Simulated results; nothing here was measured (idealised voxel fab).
The following process module bears the name voxel ribs on slabs.
Section cut is 235 nm wide and gridded with 5 nm square cells.
Notation: cross-section as square-cell grid; stated in bands, top first, going down; one or more cell rows per band. Top, bottom (nm), then materials left to right with widths (nm); lone material tagged "edge to edge" fills the whole band edge to edge; "air" = empty space. Below 0: as-received wafer, all one material; heights counted from there. Lowest band: no bottom, goes on down, written "top 0, no bottom". When a width is written as two numbers, as in "30 to 40", the first number is the width in the top row of cells of the band and the second is the width in its bottom row, and the width changes by the same amount from each row to the next. Key: "changes: none" - step with no changed cell in the cross-section. "Enclosed void inventory" specifies each empty space that is not open to the top and that occupies no fewer than 8 cells, using the form width x height at distance, the distance measured from the left edge and all three quantities in nm. Read whatever lies past the settings on a step's line as the simulator's own remark about the step. The "overlay nm" setting may appear on a step's line; for a step that uses a mask, it gives how far to the right of its planned position the mask lay, and a negative value indicates the left.
[Here's what the planned process steps look like]
1,op RECEIVE | material Si
2,op DIRECTIONAL_DEP | material SiO2 | thk nm 30
3,op DIRECTIONAL_DEP | material polySi | thk nm 15
4,op MASKED_ETCH | tone cover | mask id RIB | width nm 30 | etch materials polySi | depth nm 10 | overlay nm 0
5,op PATTERN | tone cover | mask id SLAB | material resist | width nm 90 | thk nm 15 | overlay nm 0
6,op DIRECTIONAL_ETCH | etch materials polySi | depth nm 5
7,op STRIP | etch materials resist
8,op FILL_DEP | material SiO2 | thk nm 15
9,op CMP | height nm 55
10,op DIRECTIONAL_DEP | material TiN | thk nm 5
11,op DIRECTIONAL_DEP | material aC | thk nm 10
12,op PATTERN | tone cover | mask id HEATER | material resist | width nm 40 | thk nm 25 | overlay nm 0
13,op DIRECTIONAL_ETCH | etch materials aC | depth nm 10
14,op STRIP | etch materials resist
15,op DIRECTIONAL_ETCH | etch materials TiN | depth nm 5
16,op STRIP | etch materials aC
17,op CONFORMAL_DEP | material SiN | thk nm 10
[Cross-section: wafer on arrival = after step 1]
    top 0, no bottom = Si edge to edge
    Enclosed void inventory: none
[Module complete - cross-section of the first of two wafers, run according to plan]
    top 70, bottom 65 = 85 air / 60 SiN / 90 air
    top 65, bottom 60 = SiN edge to edge
    top 60, bottom 55 = 95 SiN / 40 TiN / 100 SiN
    top 55, bottom 45 = SiO2 edge to edge
    top 45, bottom 35 = 100 SiO2 / 30 polySi / 105 SiO2
    top 35, bottom 30 = 70 SiO2 / 90 polySi / 75 SiO2
    top 30, bottom 0 = SiO2 edge to edge
    top 0, no bottom = Si edge to edge
    Enclosed void inventory: none
[End of module, second wafer, cross-section. Started like the first, planned like the first, run with one mistake]
    top 60, bottom 55 = 95 air / 40 TiN / 100 air
    top 55, bottom 45 = SiO2 edge to edge
    top 45, bottom 35 = 100 SiO2 / 30 polySi / 105 SiO2
    top 35, bottom 30 = 70 SiO2 / 90 polySi / 75 SiO2
    top 30, bottom 0 = SiO2 edge to edge
    top 0, no bottom = Si edge to edge
    Enclosed void inventory: none
The mistake made against the process plan was this: step 17 was left out
End check, counted in cells, second wafer has more or fewer of these materials than the first: 98 fewer of SiN
